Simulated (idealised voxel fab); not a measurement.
You're looking at the process module voxel gate over fins.
Cross-sectional view cut (width: 260 nm; square cell size: 5 nm).
In this document a cross-section is written as a grid of square cells. It is given as a series of bands, listed from the top down, and a band is one or more rows of cells.
Band: top height; bottom height; in nm. Then, left to right: material with width in nm, for each material. "throughout": a single material spanning edge to edge. "air": empty space.
Below 0: as-received wafer, all one material; heights counted from there. Lowest band: no bottom, goes on down, written "from 0 down".
With a width like "30..40", each row of cells in the band differs from the next by the same amount, the top row carrying the first number and the bottom row the second.
When a step is marked "nothing altered", none of the cells in the cross-section changed during that step.
Entry "Voids lacking openings" = empty spaces >= 8 cells with no open way to the top; each as width x height at distance, distance from left edge, all nm.
If you see something after the settings on a step's line, that's the simulator's own remark about that step.
overlay nm: right-of-plan distance of the mask on a masked step; negative values mean left-of-plan.

-- The process steps that were planned are listed below
1) RECEIVE | material Si
2) CONFORMAL_DEP | material SiN | thk nm 5
3) MASKED_ETCH | tone cover | mask id FINS | width nm 15 | pitch nm 35 | etch materials SiN | depth nm 5 | overlay nm 0
4) MASKED_ETCH | tone cover | mask id FINS | width nm 15 | pitch nm 35 | etch materials Si | depth nm 35 | overlay nm 0
5) OXIDIZE | depth nm 5
6) FILL_DEP | material SiO2 | thk nm 15
7) CMP | height nm 5
8) SELECTIVE_ETCH | etch materials SiO2 | depth nm 20
9) STRIP | etch materials SiN
10) CONFORMAL_DEP | material HfO2 | thk nm 5
11) CONFORMAL_DEP | material TiN | thk nm 5
12) CONFORMAL_DEP | material TiAl | thk nm 5
13) CONFORMAL_DEP | material TiN | thk nm 5
14) FILL_DEP | material W | thk nm 15
15) CMP | height nm 30
16) CONFORMAL_DEP | material SiN | thk nm 10

-- First of the two wafers, run per plan

-- Cross-section of the incoming wafer, state after step 1
    from 0 down | Si throughout
    Voids lacking openings: none

-- The wafer, seen in cross-section, after step 2
    from 5 to 0 | SiN throughout
    Below 0, the layers are the same as they were.

-- The wafer, seen in cross-section, after step 3
    from 5 to 0 | air 105, SiN 15, air 20, SiN 15, air 105
    Below 0, the layers are the same as they were.

-- The wafer, seen in cross-section, after step 4
    from 5 to 0 | air 105, SiN 15, air 20, SiN 15, air 105
    from 0 to -35 | air 105, Si 15, air 20, Si 15, air 105
    Below -35, the layers are the same as they were.

-- The wafer, seen in cross-section, after step 5
    from 5 to 0 | air 105, SiN 15, air 20, SiN 15, air 105
    from 0 to -35 | air 105, SiO2 5, Si 5, SiO2 5, air 20, SiO2 5, Si 5, SiO2 5, air 105
    from -35 to -40 | SiO2 110, Si 5, SiO2 30, Si 5, SiO2 110
    Below -40, the layers are the same as they were.

-- The wafer, seen in cross-section, after step 6
    from 20 to 5 | SiO2 throughout
    from 5 to 0 | SiO2 105, SiN 15, SiO2 20, SiN 15, SiO2 105
    from 0 to -40 | SiO2 110, Si 5, SiO2 30, Si 5, SiO2 110
    Below -40, the layers are the same as they were.

-- The wafer, seen in cross-section, after step 7
    from 5 to 0 | SiO2 105, SiN 15, SiO2 20, SiN 15, SiO2 105
    Below 0, the layers are the same as they were.

-- The wafer, seen in cross-section, after step 8
    from 5 to 0 | air 105, SiN 15, air 20, SiN 15, air 105
    from 0 to -15 | air 110, Si 5, air 30, Si 5, air 110
    Below -15, the layers are the same as they were.

-- The wafer, seen in cross-section, after step 9
    from 0 to -15 | air 110, Si 5, air 30, Si 5, air 110
    Below -15, the layers are the same as they were.

-- The wafer, seen in cross-section, after step 10
    from 5 to 0 | air 105, HfO2 15, air 20, HfO2 15, air 105
    from 0 to -10 | air 105, HfO2 5, Si 5, HfO2 5, air 20, HfO2 5, Si 5, HfO2 5, air 105
    from -10 to -15 | HfO2 110, Si 5, HfO2 30, Si 5, HfO2 110
    Below -15, the layers are the same as they were.

-- The wafer, seen in cross-section, after step 11
    from 10 to 5 | air 100, TiN 25, air 10, TiN 25, air 100
    from 5 to 0 | air 100, TiN 5, HfO2 15, TiN 5, air 10, TiN 5, HfO2 15, TiN 5, air 100
    from 0 to -5 | air 100, TiN 5, HfO2 5, Si 5, HfO2 5, TiN 5, air 10, TiN 5, HfO2 5, Si 5, HfO2 5, TiN 5, air 100
    from -5 to -10 | TiN 105, HfO2 5, Si 5, HfO2 5, TiN 20, HfO2 5, Si 5, HfO2 5, TiN 105
    Below -10, the layers are the same as they were.

-- The wafer, seen in cross-section, after step 12
    from 15 to 10 | air 95, TiAl 70, air 95
    from 10 to 5 | air 95, TiAl 5, TiN 25, TiAl 10, TiN 25, TiAl 5, air 95
    from 5 to 0 | air 95, TiAl 5, TiN 5, HfO2 15, TiN 5, TiAl 10, TiN 5, HfO2 15, TiN 5, TiAl 5, air 95
    from 0 to -5 | TiAl 100, TiN 5, HfO2 5, Si 5, HfO2 5, TiN 5, TiAl 10, TiN 5, HfO2 5, Si 5, HfO2 5, TiN 5, TiAl 100
    Below -5, the layers are the same as they were.

-- The wafer, seen in cross-section, after step 13
    from 20 to 15 | air 90, TiN 80, air 90
    from 15 to 10 | air 90, TiN 5, TiAl 70, TiN 5, air 90
    from 10 to 5 | air 90, TiN 5, TiAl 5, TiN 25, TiAl 10, TiN 25, TiAl 5, TiN 5, air 90
    from 5 to 0 | TiN 95, TiAl 5, TiN 5, HfO2 15, TiN 5, TiAl 10, TiN 5, HfO2 15, TiN 5, TiAl 5, TiN 95
    Below 0, the layers are the same as they were.

-- The wafer, seen in cross-section, after step 14
    from 35 to 20 | W throughout
    from 20 to 15 | W 90, TiN 80, W 90
    from 15 to 10 | W 90, TiN 5, TiAl 70, TiN 5, W 90
    from 10 to 5 | W 90, TiN 5, TiAl 5, TiN 25, TiAl 10, TiN 25, TiAl 5, TiN 5, W 90
    Below 5, the layers are the same as they were.

-- The wafer, seen in cross-section, after step 15
    from 30 to 20 | W throughout
    Below 20, the layers are the same as they were.

-- The wafer, seen in cross-section, after step 16
    from 40 to 30 | SiN throughout
    Below 30, the layers are the same as they were.

-- Second wafer - shared start and plan with the first - one error in running - same as the first up to step 3 inclusive

-- Second wafer, sectioned view, at step 4's planned end time
    from 5 to 0 | air 105, SiN 15, air 20, SiN 15, air 105
    from 0 to -70 | air 105, Si 15, air 20, Si 15, air 105
    Below -70, the layers are the same as they were.

-- Second wafer, sectioned view, at step 5's planned end time
    from 5 to 0 | air 105, SiN 15, air 20, SiN 15, air 105
    from 0 to -70 | air 105, SiO2 5, Si 5, SiO2 5, air 20, SiO2 5, Si 5, SiO2 5, air 105
    from -70 to -75 | SiO2 110, Si 5, SiO2 30, Si 5, SiO2 110
    Below -75, the layers are the same as they were.

-- Second wafer, sectioned view, at step 6's planned end time
    from 20 to 5 | SiO2 throughout
    from 5 to 0 | SiO2 105, SiN 15, SiO2 20, SiN 15, SiO2 105
    from 0 to -75 | SiO2 110, Si 5, SiO2 30, Si 5, SiO2 110
    Below -75, the layers are the same as they were.

-- Second wafer, sectioned view, at step 7's planned end time
    from 5 to 0 | SiO2 105, SiN 15, SiO2 20, SiN 15, SiO2 105
    Below 0, the layers are the same as they were.

-- Second wafer, sectioned view, at step 8's planned end time
    from 5 to 0 | air 105, SiN 15, air 20, SiN 15, air 105
    from 0 to -15 | air 110, Si 5, air 30, Si 5, air 110
    Below -15, the layers are the same as they were.

-- Second wafer, sectioned view, at step 9's planned end time
    from 0 to -15 | air 110, Si 5, air 30, Si 5, air 110
    Below -15, the layers are the same as they were.

-- Second wafer, sectioned view, at step 10's planned end time
    from 5 to 0 | air 105, HfO2 15, air 20, HfO2 15, air 105
    from 0 to -10 | air 105, HfO2 5, Si 5, HfO2 5, air 20, HfO2 5, Si 5, HfO2 5, air 105
    from -10 to -15 | HfO2 110, Si 5, HfO2 30, Si 5, HfO2 110
    Below -15, the layers are the same as they were.

-- Second wafer, sectioned view, at step 11's planned end time
    from 10 to 5 | air 100, TiN 25, air 10, TiN 25, air 100
    from 5 to 0 | air 100, TiN 5, HfO2 15, TiN 5, air 10, TiN 5, HfO2 15, TiN 5, air 100
    from 0 to -5 | air 100, TiN 5, HfO2 5, Si 5, HfO2 5, TiN 5, air 10, TiN 5, HfO2 5, Si 5, HfO2 5, TiN 5, air 100
    from -5 to -10 | TiN 105, HfO2 5, Si 5, HfO2 5, TiN 20, HfO2 5, Si 5, HfO2 5, TiN 105
    Below -10, the layers are the same as they were.

-- Second wafer, sectioned view, at step 12's planned end time
    from 15 to 10 | air 95, TiAl 70, air 95
    from 10 to 5 | air 95, TiAl 5, TiN 25, TiAl 10, TiN 25, TiAl 5, air 95
    from 5 to 0 | air 95, TiAl 5, TiN 5, HfO2 15, TiN 5, TiAl 10, TiN 5, HfO2 15, TiN 5, TiAl 5, air 95
    from 0 to -5 | TiAl 100, TiN 5, HfO2 5, Si 5, HfO2 5, TiN 5, TiAl 10, TiN 5, HfO2 5, Si 5, HfO2 5, TiN 5, TiAl 100
    Below -5, the layers are the same as they were.

-- Second wafer, sectioned view, at step 13's planned end time
    from 20 to 15 | air 90, TiN 80, air 90
    from 15 to 10 | air 90, TiN 5, TiAl 70, TiN 5, air 90
    from 10 to 5 | air 90, TiN 5, TiAl 5, TiN 25, TiAl 10, TiN 25, TiAl 5, TiN 5, air 90
    from 5 to 0 | TiN 95, TiAl 5, TiN 5, HfO2 15, TiN 5, TiAl 10, TiN 5, HfO2 15, TiN 5, TiAl 5, TiN 95
    Below 0, the layers are the same as they were.

-- Second wafer, sectioned view, at step 14's planned end time
    from 35 to 20 | W throughout
    from 20 to 15 | W 90, TiN 80, W 90
    from 15 to 10 | W 90, TiN 5, TiAl 70, TiN 5, W 90
    from 10 to 5 | W 90, TiN 5, TiAl 5, TiN 25, TiAl 10, TiN 25, TiAl 5, TiN 5, W 90
    Below 5, the layers are the same as they were.

-- Second wafer, sectioned view, at step 15's planned end time
    from 30 to 20 | W throughout
    Below 20, the layers are the same as they were.

-- Second wafer, sectioned view, at step 16's planned end time
    from 40 to 30 | SiN throughout
    Below 30, the layers are the same as they were.
Where did the run depart from the plan? plan step 4 was conducted twice
Counted in cells at the end, the second wafer holds more or fewer of these materials than the first: 350 fewer of Si, 350 more of SiO2
